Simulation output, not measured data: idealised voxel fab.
This section sets out a process module, namely voxel ribs on slabs.
Cross-section cut: width 235 nm, square cells of 5 nm.
The cross-sections in this document take the form of a grid made of square cells. They are written out as bands, in order from top to bottom. Each band consists of one or more rows of cells. The entry gives the band's vertical extent as a top height and a bottom height in nm, then its horizontal make-up as materials from left to right, each with a width in nm. "empty" stands for empty space; a single material marked "all across" fills the band edge to edge. Convention: height 0 is the level below which the wafer, as received, is all one material. The lowest band does not terminate at the bottom but continues downward, represented as "z 0 and below". Quick explanation for "30->40": the width changes in equal steps down the rows of cells, from the first number in the band's top row to the second number in its bottom row. Step note "no modifications" = no cross-section cell changed. "Encapsulated voids" contains a list of empty spaces, each no smaller than 8 cells and without an open way to the top, written in the form width x height at distance with the distance from the left edge and all three in nm. If you see something after the settings on a step's line, that's the simulator's own remark about that step. The line of a step may include "overlay nm". On a step with a mask, this value is how far to the right of its planned place the mask lay. A negative value means the mask lay to the left.
PROCESS STEPS (PLANNED)
1 RECEIVE,material Si
2 DIRECTIONAL_DEP,material SiO2,thk nm 30
3 DIRECTIONAL_DEP,material SiN,thk nm 20
4 PATTERN,tone cover,mask id RIB,material resist,width nm 20,thk nm 20,overlay nm 0
5 DIRECTIONAL_ETCH,etch materials SiN,depth nm 10
6 STRIP,etch materials resist
7 PATTERN,tone cover,mask id SLAB,material resist,width nm 50,thk nm 20,overlay nm 0
8 DIRECTIONAL_ETCH,etch materials SiN,depth nm 10
9 STRIP,etch materials resist
10 FILL_DEP,material SiO2,thk nm 15
11 CMP,height nm 60
12 DIRECTIONAL_DEP,material TiN,thk nm 10
13 DIRECTIONAL_DEP,material aC,thk nm 10
14 PATTERN,tone cover,mask id HEATER,material resist,width nm 30,thk nm 30,overlay nm 0
15 DIRECTIONAL_ETCH,etch materials aC,depth nm 10
16 STRIP,etch materials resist
17 DIRECTIONAL_ETCH,etch materials TiN,depth nm 10
18 STRIP,etch materials aC
19 CONFORMAL_DEP,material SiN,thk nm 5
DELIVERED WAFER IN CROSS-SECTION: STATE AFTER STEP 1
	z 0 and below: Si all across
	Encapsulated voids: none
FIRST WAFER OF TWO, SECTIONED AT END OF MODULE; RUN WENT PER PLAN
	z 75 to 70: empty=95; SiN=40; empty=100
	z 70 to 65: empty=95; SiN=5; TiN=30; SiN=5; empty=100
	z 65 to 60: SiN=100; TiN=30; SiN=105
	z 60 to 50: SiO2 all across
	z 50 to 40: SiO2=105; SiN=20; SiO2=110
	z 40 to 30: SiO2=90; SiN=50; SiO2=95
	z 30 to 0: SiO2 all across
	z 0 and below: Si all across
	Encapsulated voids: none
THIS CROSS-SECTION BELONGS TO THE SECOND WAFER OF TWO AT THE END OF THE MODULE; THE START AND THE PLAN WERE SHARED WITH THE FIRST, AND THE RUN INCLUDED ONE MISTAKE
	z 75 to 70: empty=95; SiN=40; empty=100
	z 70 to 65: empty=95; SiN=5; TiN=30; SiN=5; empty=100
	z 65 to 60: SiN=100; TiN=30; SiN=105
	z 60 to 50: SiO2 all across
	z 50 to 40: SiO2=90; SiN=15; SiO2=20; SiN=15; SiO2=95
	z 40 to 30: SiN all across
	z 30 to 0: SiO2 all across
	z 0 and below: Si all across
	Encapsulated voids: none
Where did the run depart from the plan? contrary to plan, step 4 was performed as PATTERN,tone open,mask id RIB,material resist,width nm 20,thk nm 20,overlay nm 0
Materials where the second wafer ends with more or fewer cells than the first: 78 more of SiN | 78 fewer of SiO2
